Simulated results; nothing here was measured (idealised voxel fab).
process module | voxel capacitor over wiring
cross-section cut | 180 nm wide | cells 5 nm
A cross-section is a grid of square cells, given in bands from the top down. A band is one or more rows of cells.
Each band's line starts with the height of the band's top and of its bottom, in nm. Then come its materials from left to right, each with its width in nm. One material with "throughout" fills the band from edge to edge. "air" is empty space.
Height 0 is the level under which the wafer as received is all one material. The lowest band goes on downwards, as in "0 down".
A width such as "30 to 40" changes by the same amount from each row of cells to the next, from the band's top row to its bottom row.
"no change" after a step means that no cell of the cross-section changed.
closed voids: empty space of 8 cells or more with no open way to the top, each as width x height at its distance from the left edge, in nm
after a step's settings: what the simulator itself notes on the step
overlay nm, on a step with a mask: how far to the right of its planned place the mask lay; to the left if negative
plan
1 op RECEIVE | material Si
2 op CONFORMAL_DEP | material SiO2 | thk nm 10
3 op DIRECTIONAL_DEP | material TiN | thk nm 5
4 op DIRECTIONAL_DEP | material Ru | thk nm 15
5 op PATTERN | tone cover | mask id METAL_1 | material resist | width nm 25 | pitch nm 85 | thk nm 20 | overlay nm 0
6 op DIRECTIONAL_ETCH | etch materials Ru | depth nm 15
7 op DIRECTIONAL_ETCH | etch materials TiN | depth nm 5
8 op STRIP | etch materials resist
9 op CONFORMAL_DEP | material SiCN | thk nm 5
10 op FILL_DEP | material SiO2 | thk nm 10
11 op CMP | height nm 30
12 op CONFORMAL_DEP | material SiCN | thk nm 5
13 op DIRECTIONAL_DEP | material SiO2 | thk nm 15
14 op DIRECTIONAL_DEP | material aC | thk nm 10
15 op PATTERN | tone open | mask id PLUG_1 | material resist | width nm 15 | thk nm 25 | overlay nm 0
16 op DIRECTIONAL_ETCH | etch materials aC | depth nm 10
17 op STRIP | etch materials resist
18 op DIRECTIONAL_ETCH | etch materials SiO2 | depth nm 15
19 op DIRECTIONAL_ETCH | etch materials SiCN | depth nm 5
20 op STRIP | etch materials aC
21 op EPI | material Ru | thk nm 10
22 op EPI | material Ru | thk nm 10
23 op DIRECTIONAL_DEP | material TiN | thk nm 10
24 op DIRECTIONAL_DEP | material SiN | thk nm 5
25 op DIRECTIONAL_DEP | material TiN | thk nm 5
26 op DIRECTIONAL_DEP | material aC | thk nm 15
27 op PATTERN | tone cover | mask id UPPER_PLATE | material resist | width nm 65 | thk nm 35 | overlay nm 0
28 op DIRECTIONAL_ETCH | etch materials aC | depth nm 15
29 op STRIP | etch materials resist
30 op DIRECTIONAL_ETCH | etch materials TiN | depth nm 5
31 op DIRECTIONAL_ETCH | etch materials SiN | depth nm 5
32 op STRIP | etch materials aC
33 op PATTERN | tone cover | mask id LOWER_PLATE | material resist | width nm 75 | thk nm 15 | overlay nm 0
34 op DIRECTIONAL_ETCH | etch materials TiN | depth nm 10
35 op STRIP | etch materials resist
36 op FILL_DEP | material SiO2 | thk nm 15
37 op CMP | height nm 80
38 op MASKED_ETCH | tone open | mask id PLUG_2 | width nm 15 | etch materials SiO2 | depth nm 10 | overlay nm 0
39 op CONFORMAL_DEP | material TiN | thk nm 5
40 op FILL_DEP | material Cu | thk nm 10
41 op CMP | height nm 80
42 op CONFORMAL_DEP | material SiN | thk nm 5
as received, after step 1
  0 down: Si throughout
  closed voids: none
a wafer at the end: this start, this plan, one mistake
  85 to 80: SiN throughout
  80 to 75: SiO2 45 | TiN 25 | SiO2 110
  75 to 70: SiO2 45 | SiN 25 | SiO2 110
  70 to 65: SiO2 40 | TiN 70 | SiO2 70
  65 to 60: SiO2 40 | TiN 30 | SiN 40 | SiO2 70
  60 to 50: SiO2 35 | Ru 35 | TiN 45 | SiO2 65
  50 to 35: SiO2 45 | Ru 15 | SiO2 120
  35 to 30: SiCN 45 | Ru 15 | SiCN 120
  30 to 15: SiO2 30 | SiCN 5 | Ru 25 | SiCN 5 | SiO2 50 | SiCN 5 | Ru 25 | SiCN 5 | SiO2 30
  15 to 10: SiCN 35 | TiN 25 | SiCN 60 | TiN 25 | SiCN 35
  10 to 0: SiO2 throughout
  0 down: Si throughout
  closed voids: none
what went wrong: one of the steps 21 and 22, which are alike, was run twice
